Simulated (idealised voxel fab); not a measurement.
The following is a process module called voxel self aligned vias.
The width of the displayed cross-section, cut, is 220 nm; its cells are square, with a size of 5 nm.
Notation: cross-section as square-cell grid; stated in bands, top first, going down; one or more cell rows per band.
The entry gives the band's vertical extent as a top height and a bottom height in nm, then its horizontal make-up as materials from left to right, each with a width in nm. "empty" stands for empty space; a single material marked "edge to edge" fills the band edge to edge.
Beneath 0, the wafer as received is one material, and that level is where height counting begins. The lowest band goes on downward without a bottom; it is written like "0 down".
Read "30->40" as a graded width: first number on top, second number at the bottom, same change between each pair of neighbouring rows.
Basically "everything unchanged" means that step didn't change any cell in the cross-section.
Entry "Closed-off voids" = empty spaces >= 8 cells with no open way to the top; each as width x height at distance, distance from left edge, all nm.
What comes after the settings on a step's line is commentary from the simulator itself on that step.
The setting "overlay nm" may be written on the line of a step. When the step uses a mask, the value reports how far to the right of the planned place the mask lay, and a negative value reports that it lay to the left.

## Set out below are the planned steps of the process
1: op RECEIVE | material Si
2: op CONFORMAL_DEP | material SiO2 | thk nm 10
3: op CONFORMAL_DEP | material SiCN | thk nm 5
4: op DIRECTIONAL_DEP | material SiO2 | thk nm 25
5: op MASKED_ETCH | tone open | mask id LINES | width nm 30 | pitch nm 60 | etch materials SiO2 | depth nm 25 | overlay nm 0
6: op CONFORMAL_DEP | material TiN | thk nm 5
7: op FILL_DEP | material W | thk nm 10
8: op CMP | height nm 40
9: op SELECTIVE_ETCH | etch materials W Ru TiN | depth nm 10
10: op FILL_DEP | material SiN | thk nm 5
11: op CMP | height nm 40
12: op DIRECTIONAL_DEP | material SiO2 | thk nm 20
13: op DIRECTIONAL_DEP | material aC | thk nm 15
14: op PATTERN | tone open | mask id VIAS | material resist | width nm 40 | pitch nm 120 | thk nm 30 | overlay nm 0
15: op DIRECTIONAL_ETCH | etch materials aC | depth nm 15
16: op STRIP | etch materials resist
17: op DIRECTIONAL_ETCH | etch materials SiO2 | depth nm 20
18: op DIRECTIONAL_ETCH | etch materials SiN | depth nm 10
19: op STRIP | etch materials aC
20: op CONFORMAL_DEP | material TiN | thk nm 5
21: op FILL_DEP | material Cu | thk nm 5
22: op CMP | height nm 60
23: op CONFORMAL_DEP | material SiN | thk nm 5

## The following pertains to the first of two wafers, which was processed as planned

## Cross-section of the wafer at receipt, which is the condition after step 1
	0 down  Si edge to edge
	Closed-off voids: none

## Wafer after step 2 (cross-section)
	10 to 0  SiO2 edge to edge
	Unchanged below 0.

## Wafer after step 3 (cross-section)
	15 to 10  SiCN edge to edge
	Unchanged below 10.

## Wafer after step 4 (cross-section)
	40 to 15  SiO2 edge to edge
	Unchanged below 15.

## Wafer after step 5 (cross-section)
	40 to 15  35 of SiO2, 30 of empty, 30 of SiO2, 30 of empty, 30 of SiO2, 30 of empty, 35 of SiO2
	Unchanged below 15.

## Wafer after step 6 (cross-section)
	45 to 40  40 of TiN, 20 of empty, 40 of TiN, 20 of empty, 40 of TiN, 20 of empty, 40 of TiN
	40 to 20  35 of SiO2, 5 of TiN, 20 of empty, 5 of TiN, 30 of SiO2, 5 of TiN, 20 of empty, 5 of TiN, 30 of SiO2, 5 of TiN, 20 of empty, 5 of TiN, 35 of SiO2
	20 to 15  35 of SiO2, 30 of TiN, 30 of SiO2, 30 of TiN, 30 of SiO2, 30 of TiN, 35 of SiO2
	Unchanged below 15.

## Wafer after step 7 (cross-section)
	55 to 45  W edge to edge
	45 to 40  40 of TiN, 20 of W, 40 of TiN, 20 of W, 40 of TiN, 20 of W, 40 of TiN
	40 to 20  35 of SiO2, 5 of TiN, 20 of W, 5 of TiN, 30 of SiO2, 5 of TiN, 20 of W, 5 of TiN, 30 of SiO2, 5 of TiN, 20 of W, 5 of TiN, 35 of SiO2
	Unchanged below 20.

## Wafer after step 8 (cross-section)
	40 to 20  35 of SiO2, 5 of TiN, 20 of W, 5 of TiN, 30 of SiO2, 5 of TiN, 20 of W, 5 of TiN, 30 of SiO2, 5 of TiN, 20 of W, 5 of TiN, 35 of SiO2
	Unchanged below 20.

## Wafer after step 9 (cross-section)
	40 to 30  35 of SiO2, 30 of empty, 30 of SiO2, 30 of empty, 30 of SiO2, 30 of empty, 35 of SiO2
	Unchanged below 30.

## Wafer after step 10 (cross-section)
	45 to 40  SiN edge to edge
	40 to 30  35 of SiO2, 30 of SiN, 30 of SiO2, 30 of SiN, 30 of SiO2, 30 of SiN, 35 of SiO2
	Unchanged below 30.

## Wafer after step 11 (cross-section)
	40 to 30  35 of SiO2, 30 of SiN, 30 of SiO2, 30 of SiN, 30 of SiO2, 30 of SiN, 35 of SiO2
	Unchanged below 30.

## Wafer after step 12 (cross-section)
	60 to 40  SiO2 edge to edge
	Unchanged below 40.

## Wafer after step 13 (cross-section)
	75 to 60  aC edge to edge
	Unchanged below 60.

## Wafer after step 14 (cross-section)
	105 to 75  30 of resist, 40 of empty, 80 of resist, 40 of empty, 30 of resist
	Unchanged below 75.

## Wafer after step 15 (cross-section)
	90 to 75  30 of resist, 40 of empty, 80 of resist, 40 of empty, 30 of resist
	75 to 60  30 of aC, 40 of empty, 80 of aC, 40 of empty, 30 of aC
	Unchanged below 60.

## Wafer after step 16 (cross-section)
	75 to 60  30 of aC, 40 of empty, 80 of aC, 40 of empty, 30 of aC
	Unchanged below 60.

## Wafer after step 17 (cross-section)
	75 to 60  30 of aC, 40 of empty, 80 of aC, 40 of empty, 30 of aC
	60 to 40  30 of SiO2, 40 of empty, 80 of SiO2, 40 of empty, 30 of SiO2
	Unchanged below 40.

## Wafer after step 18 (cross-section)
	75 to 60  30 of aC, 40 of empty, 80 of aC, 40 of empty, 30 of aC
	60 to 40  30 of SiO2, 40 of empty, 80 of SiO2, 40 of empty, 30 of SiO2
	40 to 30  35 of SiO2, 30 of empty, 30 of SiO2, 30 of SiN, 30 of SiO2, 30 of empty, 35 of SiO2
	Unchanged below 30.

## Wafer after step 19 (cross-section)
	60 to 40  30 of SiO2, 40 of empty, 80 of SiO2, 40 of empty, 30 of SiO2
	Unchanged below 40.

## Wafer after step 20 (cross-section)
	65 to 60  35 of TiN, 30 of empty, 90 of TiN, 30 of empty, 35 of TiN
	60 to 45  30 of SiO2, 5 of TiN, 30 of empty, 5 of TiN, 80 of SiO2, 5 of TiN, 30 of empty, 5 of TiN, 30 of SiO2
	45 to 40  30 of SiO2, 10 of TiN, 20 of empty, 10 of TiN, 80 of SiO2, 10 of TiN, 20 of empty, 10 of TiN, 30 of SiO2
	40 to 35  35 of SiO2, 5 of TiN, 20 of empty, 5 of TiN, 30 of SiO2, 30 of SiN, 30 of SiO2, 5 of TiN, 20 of empty, 5 of TiN, 35 of SiO2
	35 to 30  35 of SiO2, 30 of TiN, 30 of SiO2, 30 of SiN, 30 of SiO2, 30 of TiN, 35 of SiO2
	Unchanged below 30.

## Wafer after step 21 (cross-section)
	70 to 65  Cu edge to edge
	65 to 60  35 of TiN, 30 of Cu, 90 of TiN, 30 of Cu, 35 of TiN
	60 to 45  30 of SiO2, 5 of TiN, 30 of Cu, 5 of TiN, 80 of SiO2, 5 of TiN, 30 of Cu, 5 of TiN, 30 of SiO2
	45 to 40  30 of SiO2, 10 of TiN, 20 of Cu, 10 of TiN, 80 of SiO2, 10 of TiN, 20 of Cu, 10 of TiN, 30 of SiO2
	40 to 35  35 of SiO2, 5 of TiN, 20 of Cu, 5 of TiN, 30 of SiO2, 30 of SiN, 30 of SiO2, 5 of TiN, 20 of Cu, 5 of TiN, 35 of SiO2
	Unchanged below 35.

## Wafer after step 22 (cross-section)
	60 to 45  30 of SiO2, 5 of TiN, 30 of Cu, 5 of TiN, 80 of SiO2, 5 of TiN, 30 of Cu, 5 of TiN, 30 of SiO2
	Unchanged below 45.

## Wafer after step 23 (cross-section)
	65 to 60  SiN edge to edge
	Unchanged below 60.

## For the second wafer, take the first wafer's start and plan, then add one mistake made in running it; everything through step 4, that step included, is shared with the first

## Planned end of step 5: second wafer, cross-section
	40 to 15  35 of SiO2, 35 of empty, 25 of SiO2, 35 of empty, 25 of SiO2, 35 of empty, 30 of SiO2
	Unchanged below 15.

## Planned end of step 6: second wafer, cross-section
	45 to 40  40 of TiN, 25 of empty, 35 of TiN, 25 of empty, 35 of TiN, 25 of empty, 35 of TiN
	40 to 20  35 of SiO2, 5 of TiN, 25 of empty, 5 of TiN, 25 of SiO2, 5 of TiN, 25 of empty, 5 of TiN, 25 of SiO2, 5 of TiN, 25 of empty, 5 of TiN, 30 of SiO2
	20 to 15  35 of SiO2, 35 of TiN, 25 of SiO2, 35 of TiN, 25 of SiO2, 35 of TiN, 30 of SiO2
	Unchanged below 15.

## Planned end of step 7: second wafer, cross-section
	55 to 45  W edge to edge
	45 to 40  40 of TiN, 25 of W, 35 of TiN, 25 of W, 35 of TiN, 25 of W, 35 of TiN
	40 to 20  35 of SiO2, 5 of TiN, 25 of W, 5 of TiN, 25 of SiO2, 5 of TiN, 25 of W, 5 of TiN, 25 of SiO2, 5 of TiN, 25 of W, 5 of TiN, 30 of SiO2
	Unchanged below 20.

## Planned end of step 8: second wafer, cross-section
	40 to 20  35 of SiO2, 5 of TiN, 25 of W, 5 of TiN, 25 of SiO2, 5 of TiN, 25 of W, 5 of TiN, 25 of SiO2, 5 of TiN, 25 of W, 5 of TiN, 30 of SiO2
	Unchanged below 20.

## Planned end of step 9: second wafer, cross-section
	40 to 30  35 of SiO2, 35 of empty, 25 of SiO2, 35 of empty, 25 of SiO2, 35 of empty, 30 of SiO2
	Unchanged below 30.

## Planned end of step 10: second wafer, cross-section
	45 to 40  SiN edge to edge
	40 to 30  35 of SiO2, 35 of SiN, 25 of SiO2, 35 of SiN, 25 of SiO2, 35 of SiN, 30 of SiO2
	Unchanged below 30.

## Planned end of step 11: second wafer, cross-section
	40 to 30  35 of SiO2, 35 of SiN, 25 of SiO2, 35 of SiN, 25 of SiO2, 35 of SiN, 30 of SiO2
	Unchanged below 30.

## Planned end of step 12: second wafer, cross-section
	60 to 40  SiO2 edge to edge
	Unchanged below 40.

## Planned end of step 13: second wafer, cross-section
	75 to 60  aC edge to edge
	Unchanged below 60.

## Planned end of step 14: second wafer, cross-section
	105 to 75  30 of resist, 40 of empty, 80 of resist, 40 of empty, 30 of resist
	Unchanged below 75.

## Planned end of step 15: second wafer, cross-section
	90 to 75  30 of resist, 40 of empty, 80 of resist, 40 of empty, 30 of resist
	75 to 60  30 of aC, 40 of empty, 80 of aC, 40 of empty, 30 of aC
	Unchanged below 60.

## Planned end of step 16: second wafer, cross-section
	75 to 60  30 of aC, 40 of empty, 80 of aC, 40 of empty, 30 of aC
	Unchanged below 60.

## Planned end of step 17: second wafer, cross-section
	75 to 60  30 of aC, 40 of empty, 80 of aC, 40 of empty, 30 of aC
	60 to 40  30 of SiO2, 40 of empty, 80 of SiO2, 40 of empty, 30 of SiO2
	Unchanged below 40.

## Planned end of step 18: second wafer, cross-section
	75 to 60  30 of aC, 40 of empty, 80 of aC, 40 of empty, 30 of aC
	60 to 40  30 of SiO2, 40 of empty, 80 of SiO2, 40 of empty, 30 of SiO2
	40 to 30  35 of SiO2, 35 of empty, 25 of SiO2, 35 of SiN, 25 of SiO2, 35 of empty, 30 of SiO2
	Unchanged below 30.

## Planned end of step 19: second wafer, cross-section
	60 to 40  30 of SiO2, 40 of empty, 80 of SiO2, 40 of empty, 30 of SiO2
	Unchanged below 40.

## Planned end of step 20: second wafer, cross-section
	65 to 60  35 of TiN, 30 of empty, 90 of TiN, 30 of empty, 35 of TiN
	60 to 45  30 of SiO2, 5 of TiN, 30 of empty, 5 of TiN, 80 of SiO2, 5 of TiN, 30 of empty, 5 of TiN, 30 of SiO2
	45 to 40  30 of SiO2, 10 of TiN, 25 of empty, 5 of TiN, 80 of SiO2, 10 of TiN, 25 of empty, 5 of TiN, 30 of SiO2
	40 to 35  35 of SiO2, 5 of TiN, 25 of empty, 5 of TiN, 25 of SiO2, 35 of SiN, 25 of SiO2, 5 of TiN, 25 of empty, 5 of TiN, 30 of SiO2
	35 to 30  35 of SiO2, 35 of TiN, 25 of SiO2, 35 of SiN, 25 of SiO2, 35 of TiN, 30 of SiO2
	Unchanged below 30.

## Planned end of step 21: second wafer, cross-section
	70 to 65  Cu edge to edge
	65 to 60  35 of TiN, 30 of Cu, 90 of TiN, 30 of Cu, 35 of TiN
	60 to 45  30 of SiO2, 5 of TiN, 30 of Cu, 5 of TiN, 80 of SiO2, 5 of TiN, 30 of Cu, 5 of TiN, 30 of SiO2
	45 to 40  30 of SiO2, 10 of TiN, 25 of Cu, 5 of TiN, 80 of SiO2, 10 of TiN, 25 of Cu, 5 of TiN, 30 of SiO2
	40 to 35  35 of SiO2, 5 of TiN, 25 of Cu, 5 of TiN, 25 of SiO2, 35 of SiN, 25 of SiO2, 5 of TiN, 25 of Cu, 5 of TiN, 30 of SiO2
	Unchanged below 35.

## Planned end of step 22: second wafer, cross-section
	60 to 45  30 of SiO2, 5 of TiN, 30 of Cu, 5 of TiN, 80 of SiO2, 5 of TiN, 30 of Cu, 5 of TiN, 30 of SiO2
	Unchanged below 45.

## Planned end of step 23: second wafer, cross-section
	65 to 60  SiN edge to edge
	Unchanged below 60.
Heads up, the wafer didn't run the way we planned it: heads up, step 5 didn't go per plan, it actually ran as op MASKED_ETCH | tone open | mask id LINES | width nm 35 | pitch nm 60 | etch materials SiO2 | depth nm 25 | overlay nm 0
Materials where the second wafer ends with more or fewer cells than the first: Cu: 4 more; SiN: 2 more; SiO2: 15 fewer; TiN: 3 more; W: 6 more
